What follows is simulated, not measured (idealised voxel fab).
The process module that follows is named voxel capacitor over wiring.
It is cross-section cut that appears here, measuring 210 nm in width, its square cells being 5 nm in size.
A cross-section is a grid of square cells, given in bands from the top down. A band is one or more rows of cells. Quick guide to a band line: top height, bottom height (nm) up front; then every material left to right with its width in nm. Only one material and it's marked "edge to edge"? Then it fills the band edge to edge. And "air" just means empty space. Zero point of the height axis is 0; under it, received wafer = one material. Lowest band: continues down indefinitely, "z 0 and below". You'd read "30 to 40" like this: the band's top row of cells is as wide as the first number, its bottom row is as wide as the second, and going down, every row changes width by the same amount as the row before did. The cross-section has no changed cell in any step marked "no change occurred". "Voids, enclosed" contains a list of empty spaces, each no smaller than 8 cells and without an open way to the top, written in the form width x height at distance with the distance from the left edge and all three in nm. after a step's settings: what the simulator itself notes on the step. A step's line can hold "overlay nm"; with a mask on that step, the setting says how far right of the planned place the mask lay, while a negative setting says it lay to the left.

The process steps that were planned are listed below:
| 1 | RECEIVE with material Si |
| 2 | CONFORMAL_DEP with material SiO2, thk nm 15 |
| 3 | CONFORMAL_DEP with material SiCN, thk nm 5 |
| 4 | DIRECTIONAL_DEP with material SiO2, thk nm 25 |
| 5 | MASKED_ETCH with tone open, mask id METAL_1, width nm 25, pitch nm 75, etch materials SiO2, depth nm 25, overlay nm 0 |
| 6 | MASKED_ETCH with tone open, mask id METAL_1, width nm 25, pitch nm 75, etch materials SiCN, depth nm 5, overlay nm 0 |
| 7 | CONFORMAL_DEP with material TiN, thk nm 5 |
| 8 | FILL_DEP with material W, thk nm 10 |
| 9 | CMP with height nm 45 |
| 10 | EPI with material Ru, thk nm 5 |
| 11 | FILL_DEP with material SiCN, thk nm 5 |
| 12 | DIRECTIONAL_DEP with material SiO2, thk nm 10 |
| 13 | MASKED_ETCH with tone open, mask id PLUG_1, width nm 15, etch materials SiO2, depth nm 10, overlay nm 0 |
| 14 | MASKED_ETCH with tone open, mask id PLUG_1, width nm 15, etch materials SiCN, depth nm 5, overlay nm 0 |
| 15 | CONFORMAL_DEP with material TiN, thk nm 5 |
| 16 | FILL_DEP with material W, thk nm 5 |
| 17 | CMP with height nm 65 |
| 18 | DIRECTIONAL_DEP with material TiN, thk nm 10 |
| 19 | DIRECTIONAL_DEP with material Al2O3, thk nm 5 |
| 20 | DIRECTIONAL_DEP with material TiN, thk nm 10 |
| 21 | PATTERN with tone cover, mask id UPPER_PLATE, material resist, width nm 55, thk nm 20, overlay nm 0 |
| 22 | DIRECTIONAL_ETCH with etch materials TiN, depth nm 10 |
| 23 | DIRECTIONAL_ETCH with etch materials Al2O3, depth nm 5 |
| 24 | STRIP with etch materials resist |
| 25 | PATTERN with tone cover, mask id LOWER_PLATE, material resist, width nm 65, thk nm 15, overlay nm 0 |
| 26 | DIRECTIONAL_ETCH with etch materials TiN, depth nm 10 |
| 27 | STRIP with etch materials resist |
| 28 | FILL_DEP with material SiO2, thk nm 20 |
| 29 | CMP with height nm 105 |
| 30 | PATTERN with tone open, mask id PLUG_2, material resist, width nm 15, thk nm 20, overlay nm 0 |
| 31 | DIRECTIONAL_ETCH with etch materials SiO2, depth nm 15 |
| 32 | STRIP with etch materials resist |
| 33 | CONFORMAL_DEP with material TiN, thk nm 5 |
| 34 | FILL_DEP with material Ru, thk nm 5 |
| 35 | CMP with height nm 105 |
| 36 | CONFORMAL_DEP with material SiCN, thk nm 5 |

First of two wafers - as planned:

Cross-sectional view of the wafer in its as-received condition, corresponding to the state after step 1:
- z 0 and below | Si edge to edge
- Voids, enclosed: none

Cross-section of the wafer after step 2:
- z 15 to 0 | SiO2 edge to edge
- Rest of section, below 0: as before.

Cross-section of the wafer after step 3:
- z 20 to 15 | SiCN edge to edge
- Rest of section, below 15: as before.

Cross-section of the wafer after step 4:
- z 45 to 20 | SiO2 edge to edge
- Rest of section, below 20: as before.

Cross-section of the wafer after step 5:
- z 45 to 20 | 55 nm SiO2, then 25 nm air, then 50 nm SiO2, then 25 nm air, then 55 nm SiO2
- Rest of section, below 20: as before.

Cross-section of the wafer after step 6:
- z 45 to 20 | 55 nm SiO2, then 25 nm air, then 50 nm SiO2, then 25 nm air, then 55 nm SiO2
- z 20 to 15 | 55 nm SiCN, then 25 nm air, then 50 nm SiCN, then 25 nm air, then 55 nm SiCN
- Rest of section, below 15: as before.

Cross-section of the wafer after step 7:
- z 50 to 45 | 60 nm TiN, then 15 nm air, then 60 nm TiN, then 15 nm air, then 60 nm TiN
- z 45 to 20 | 55 nm SiO2, then 5 nm TiN, then 15 nm air, then 5 nm TiN, then 50 nm SiO2, then 5 nm TiN, then 15 nm air, then 5 nm TiN, then 55 nm SiO2
- z 20 to 15 | 55 nm SiCN, then 25 nm TiN, then 50 nm SiCN, then 25 nm TiN, then 55 nm SiCN
- Rest of section, below 15: as before.

Cross-section of the wafer after step 8:
- z 60 to 50 | W edge to edge
- z 50 to 45 | 60 nm TiN, then 15 nm W, then 60 nm TiN, then 15 nm W, then 60 nm TiN
- z 45 to 20 | 55 nm SiO2, then 5 nm TiN, then 15 nm W, then 5 nm TiN, then 50 nm SiO2, then 5 nm TiN, then 15 nm W, then 5 nm TiN, then 55 nm SiO2
- Rest of section, below 20: as before.

Cross-section of the wafer after step 9:
- z 45 to 20 | 55 nm SiO2, then 5 nm TiN, then 15 nm W, then 5 nm TiN, then 50 nm SiO2, then 5 nm TiN, then 15 nm W, then 5 nm TiN, then 55 nm SiO2
- Rest of section, below 20: as before.

Cross-section of the wafer after step 10:
- z 50 to 45 | 50 nm air, then 35 nm Ru, then 40 nm air, then 35 nm Ru, then 50 nm air
- Rest of section, below 45: as before.

Cross-section of the wafer after step 11:
- z 55 to 50 | SiCN edge to edge
- z 50 to 45 | 50 nm SiCN, then 35 nm Ru, then 40 nm SiCN, then 35 nm Ru, then 50 nm SiCN
- Rest of section, below 45: as before.

Cross-section of the wafer after step 12:
- z 65 to 55 | SiO2 edge to edge
- Rest of section, below 55: as before.

Cross-section of the wafer after step 13:
- z 65 to 55 | 65 nm SiO2, then 15 nm air, then 130 nm SiO2
- Rest of section, below 55: as before.

Cross-section of the wafer after step 14:
- z 65 to 55 | 65 nm SiO2, then 15 nm air, then 130 nm SiO2
- z 55 to 50 | 65 nm SiCN, then 15 nm air, then 130 nm SiCN
- Rest of section, below 50: as before.

Cross-section of the wafer after step 15:
- z 70 to 65 | 70 nm TiN, then 5 nm air, then 135 nm TiN
- z 65 to 55 | 65 nm SiO2, then 5 nm TiN, then 5 nm air, then 5 nm TiN, then 130 nm SiO2
- z 55 to 50 | 65 nm SiCN, then 15 nm TiN, then 130 nm SiCN
- Rest of section, below 50: as before.

Cross-section of the wafer after step 16:
- z 75 to 70 | W edge to edge
- z 70 to 65 | 70 nm TiN, then 5 nm W, then 135 nm TiN
- z 65 to 55 | 65 nm SiO2, then 5 nm TiN, then 5 nm W, then 5 nm TiN, then 130 nm SiO2
- Rest of section, below 55: as before.

Cross-section of the wafer after step 17:
- z 65 to 55 | 65 nm SiO2, then 5 nm TiN, then 5 nm W, then 5 nm TiN, then 130 nm SiO2
- Rest of section, below 55: as before.

Cross-section of the wafer after step 18:
- z 75 to 65 | TiN edge to edge
- Rest of section, below 65: as before.

Cross-section of the wafer after step 19:
- z 80 to 75 | Al2O3 edge to edge
- Rest of section, below 75: as before.

Cross-section of the wafer after step 20:
- z 90 to 80 | TiN edge to edge
- Rest of section, below 80: as before.

Cross-section of the wafer after step 21:
- z 110 to 90 | 65 nm air, then 55 nm resist, then 90 nm air
- Rest of section, below 90: as before.

Cross-section of the wafer after step 22:
- z 110 to 90 | 65 nm air, then 55 nm resist, then 90 nm air
- z 90 to 80 | 65 nm air, then 55 nm TiN, then 90 nm air
- Rest of section, below 80: as before.

Cross-section of the wafer after step 23:
- z 110 to 90 | 65 nm air, then 55 nm resist, then 90 nm air
- z 90 to 80 | 65 nm air, then 55 nm TiN, then 90 nm air
- z 80 to 75 | 65 nm air, then 55 nm Al2O3, then 90 nm air
- Rest of section, below 75: as before.

Cross-section of the wafer after step 24:
- z 90 to 80 | 65 nm air, then 55 nm TiN, then 90 nm air
- Rest of section, below 80: as before.

Cross-section of the wafer after step 25:
- z 105 to 90 | 60 nm air, then 65 nm resist, then 85 nm air
- z 90 to 80 | 60 nm air, then 5 nm resist, then 55 nm TiN, then 5 nm resist, then 85 nm air
- z 80 to 75 | 60 nm air, then 5 nm resist, then 55 nm Al2O3, then 5 nm resist, then 85 nm air
- Rest of section, below 75: as before.

Cross-section of the wafer after step 26:
- z 105 to 90 | 60 nm air, then 65 nm resist, then 85 nm air
- z 90 to 80 | 60 nm air, then 5 nm resist, then 55 nm TiN, then 5 nm resist, then 85 nm air
- z 80 to 75 | 60 nm air, then 5 nm resist, then 55 nm Al2O3, then 5 nm resist, then 85 nm air
- z 75 to 65 | 60 nm air, then 65 nm TiN, then 85 nm air
- Rest of section, below 65: as before.

Cross-section of the wafer after step 27:
- z 90 to 80 | 65 nm air, then 55 nm TiN, then 90 nm air
- z 80 to 75 | 65 nm air, then 55 nm Al2O3, then 90 nm air
- Rest of section, below 75: as before.

Cross-section of the wafer after step 28:
- z 110 to 90 | SiO2 edge to edge
- z 90 to 80 | 65 nm SiO2, then 55 nm TiN, then 90 nm SiO2
- z 80 to 75 | 65 nm SiO2, then 55 nm Al2O3, then 90 nm SiO2
- z 75 to 65 | 60 nm SiO2, then 65 nm TiN, then 85 nm SiO2
- Rest of section, below 65: as before.

Cross-section of the wafer after step 29:
- z 105 to 90 | SiO2 edge to edge
- Rest of section, below 90: as before.

Cross-section of the wafer after step 30:
- z 125 to 105 | 75 nm resist, then 15 nm air, then 120 nm resist
- Rest of section, below 105: as before.

Cross-section of the wafer after step 31:
- z 125 to 105 | 75 nm resist, then 15 nm air, then 120 nm resist
- z 105 to 90 | 75 nm SiO2, then 15 nm air, then 120 nm SiO2
- Rest of section, below 90: as before.

Cross-section of the wafer after step 32:
- z 105 to 90 | 75 nm SiO2, then 15 nm air, then 120 nm SiO2
- Rest of section, below 90: as before.

Cross-section of the wafer after step 33:
- z 110 to 105 | 80 nm TiN, then 5 nm air, then 125 nm TiN
- z 105 to 95 | 75 nm SiO2, then 5 nm TiN, then 5 nm air, then 5 nm TiN, then 120 nm SiO2
- z 95 to 90 | 75 nm SiO2, then 15 nm TiN, then 120 nm SiO2
- Rest of section, below 90: as before.

Cross-section of the wafer after step 34:
- z 115 to 110 | Ru edge to edge
- z 110 to 105 | 80 nm TiN, then 5 nm Ru, then 125 nm TiN
- z 105 to 95 | 75 nm SiO2, then 5 nm TiN, then 5 nm Ru, then 5 nm TiN, then 120 nm SiO2
- Rest of section, below 95: as before.

Cross-section of the wafer after step 35:
- z 105 to 95 | 75 nm SiO2, then 5 nm TiN, then 5 nm Ru, then 5 nm TiN, then 120 nm SiO2
- Rest of section, below 95: as before.

Cross-section of the wafer after step 36:
- z 110 to 105 | SiCN edge to edge
- Rest of section, below 105: as before.

What follows concerns the second wafer, which started out like the first and was meant to follow the very same plan; one mistake crept in when it was run, but everything up to and including step 13 is the same as for the first wafer:

Cross-sectional view of the second wafer at the intended end time of process step 14:
- z 65 to 55 | 65 nm SiO2, then 15 nm air, then 130 nm SiO2
- z 55 to 50 | 65 nm SiCN, then 10 nm air, then 135 nm SiCN
- Rest of section, below 50: as before.

Cross-sectional view of the second wafer at the intended end time of process step 15:
- z 70 to 65 | 70 nm TiN, then 5 nm air, then 135 nm TiN
- z 65 to 60 | 65 nm SiO2, then 5 nm TiN, then 5 nm air, then 5 nm TiN, then 130 nm SiO2
- z 60 to 55 | 65 nm SiO2, then 15 nm TiN, then 130 nm SiO2
- z 55 to 50 | 65 nm SiCN, then 10 nm TiN, then 135 nm SiCN
- Rest of section, below 50: as before.

Cross-sectional view of the second wafer at the intended end time of process step 16:
- z 75 to 70 | W edge to edge
- z 70 to 65 | 70 nm TiN, then 5 nm W, then 135 nm TiN
- z 65 to 60 | 65 nm SiO2, then 5 nm TiN, then 5 nm W, then 5 nm TiN, then 130 nm SiO2
- Rest of section, below 60: as before.

Cross-sectional view of the second wafer at the intended end time of process step 17:
- z 65 to 60 | 65 nm SiO2, then 5 nm TiN, then 5 nm W, then 5 nm TiN, then 130 nm SiO2
- Rest of section, below 60: as before.

Cross-sectional view of the second wafer at the intended end time of process step 18:
- z 75 to 65 | TiN edge to edge
- Rest of section, below 65: as before.

Cross-sectional view of the second wafer at the intended end time of process step 19:
- z 80 to 75 | Al2O3 edge to edge
- Rest of section, below 75: as before.

Cross-sectional view of the second wafer at the intended end time of process step 20:
- z 90 to 80 | TiN edge to edge
- Rest of section, below 80: as before.

Cross-sectional view of the second wafer at the intended end time of process step 21:
- z 110 to 90 | 65 nm air, then 55 nm resist, then 90 nm air
- Rest of section, below 90: as before.

Cross-sectional view of the second wafer at the intended end time of process step 22:
- z 110 to 90 | 65 nm air, then 55 nm resist, then 90 nm air
- z 90 to 80 | 65 nm air, then 55 nm TiN, then 90 nm air
- Rest of section, below 80: as before.

Cross-sectional view of the second wafer at the intended end time of process step 23:
- z 110 to 90 | 65 nm air, then 55 nm resist, then 90 nm air
- z 90 to 80 | 65 nm air, then 55 nm TiN, then 90 nm air
- z 80 to 75 | 65 nm air, then 55 nm Al2O3, then 90 nm air
- Rest of section, below 75: as before.

Cross-sectional view of the second wafer at the intended end time of process step 24:
- z 90 to 80 | 65 nm air, then 55 nm TiN, then 90 nm air
- Rest of section, below 80: as before.

Cross-sectional view of the second wafer at the intended end time of process step 25:
- z 105 to 90 | 60 nm air, then 65 nm resist, then 85 nm air
- z 90 to 80 | 60 nm air, then 5 nm resist, then 55 nm TiN, then 5 nm resist, then 85 nm air
- z 80 to 75 | 60 nm air, then 5 nm resist, then 55 nm Al2O3, then 5 nm resist, then 85 nm air
- Rest of section, below 75: as before.

Cross-sectional view of the second wafer at the intended end time of process step 26:
- z 105 to 90 | 60 nm air, then 65 nm resist, then 85 nm air
- z 90 to 80 | 60 nm air, then 5 nm resist, then 55 nm TiN, then 5 nm resist, then 85 nm air
- z 80 to 75 | 60 nm air, then 5 nm resist, then 55 nm Al2O3, then 5 nm resist, then 85 nm air
- z 75 to 65 | 60 nm air, then 65 nm TiN, then 85 nm air
- Rest of section, below 65: as before.

Cross-sectional view of the second wafer at the intended end time of process step 27:
- z 90 to 80 | 65 nm air, then 55 nm TiN, then 90 nm air
- z 80 to 75 | 65 nm air, then 55 nm Al2O3, then 90 nm air
- Rest of section, below 75: as before.

Cross-sectional view of the second wafer at the intended end time of process step 28:
- z 110 to 90 | SiO2 edge to edge
- z 90 to 80 | 65 nm SiO2, then 55 nm TiN, then 90 nm SiO2
- z 80 to 75 | 65 nm SiO2, then 55 nm Al2O3, then 90 nm SiO2
- z 75 to 65 | 60 nm SiO2, then 65 nm TiN, then 85 nm SiO2
- Rest of section, below 65: as before.

Cross-sectional view of the second wafer at the intended end time of process step 29:
- z 105 to 90 | SiO2 edge to edge
- Rest of section, below 90: as before.

Cross-sectional view of the second wafer at the intended end time of process step 30:
- z 125 to 105 | 75 nm resist, then 15 nm air, then 120 nm resist
- Rest of section, below 105: as before.

Cross-sectional view of the second wafer at the intended end time of process step 31:
- z 125 to 105 | 75 nm resist, then 15 nm air, then 120 nm resist
- z 105 to 90 | 75 nm SiO2, then 15 nm air, then 120 nm SiO2
- Rest of section, below 90: as before.

Cross-sectional view of the second wafer at the intended end time of process step 32:
- z 105 to 90 | 75 nm SiO2, then 15 nm air, then 120 nm SiO2
- Rest of section, below 90: as before.

Cross-sectional view of the second wafer at the intended end time of process step 33:
- z 110 to 105 | 80 nm TiN, then 5 nm air, then 125 nm TiN
- z 105 to 95 | 75 nm SiO2, then 5 nm TiN, then 5 nm air, then 5 nm TiN, then 120 nm SiO2
- z 95 to 90 | 75 nm SiO2, then 15 nm TiN, then 120 nm SiO2
- Rest of section, below 90: as before.

Cross-sectional view of the second wafer at the intended end time of process step 34:
- z 115 to 110 | Ru edge to edge
- z 110 to 105 | 80 nm TiN, then 5 nm Ru, then 125 nm TiN
- z 105 to 95 | 75 nm SiO2, then 5 nm TiN, then 5 nm Ru, then 5 nm TiN, then 120 nm SiO2
- Rest of section, below 95: as before.

Cross-sectional view of the second wafer at the intended end time of process step 35:
- z 105 to 95 | 75 nm SiO2, then 5 nm TiN, then 5 nm Ru, then 5 nm TiN, then 120 nm SiO2
- Rest of section, below 95: as before.

Cross-sectional view of the second wafer at the intended end time of process step 36:
- z 110 to 105 | SiCN edge to edge
- Rest of section, below 105: as before.
What broke from the plan during processing? step 14 deviated from plan and actually ran as MASKED_ETCH with tone open, mask id PLUG_1, width nm 15, etch materials SiCN, depth nm 5, overlay nm -5
Heads up, by the end the second wafer has more or fewer cells of some materials compared to the first: SiCN +1; W -1
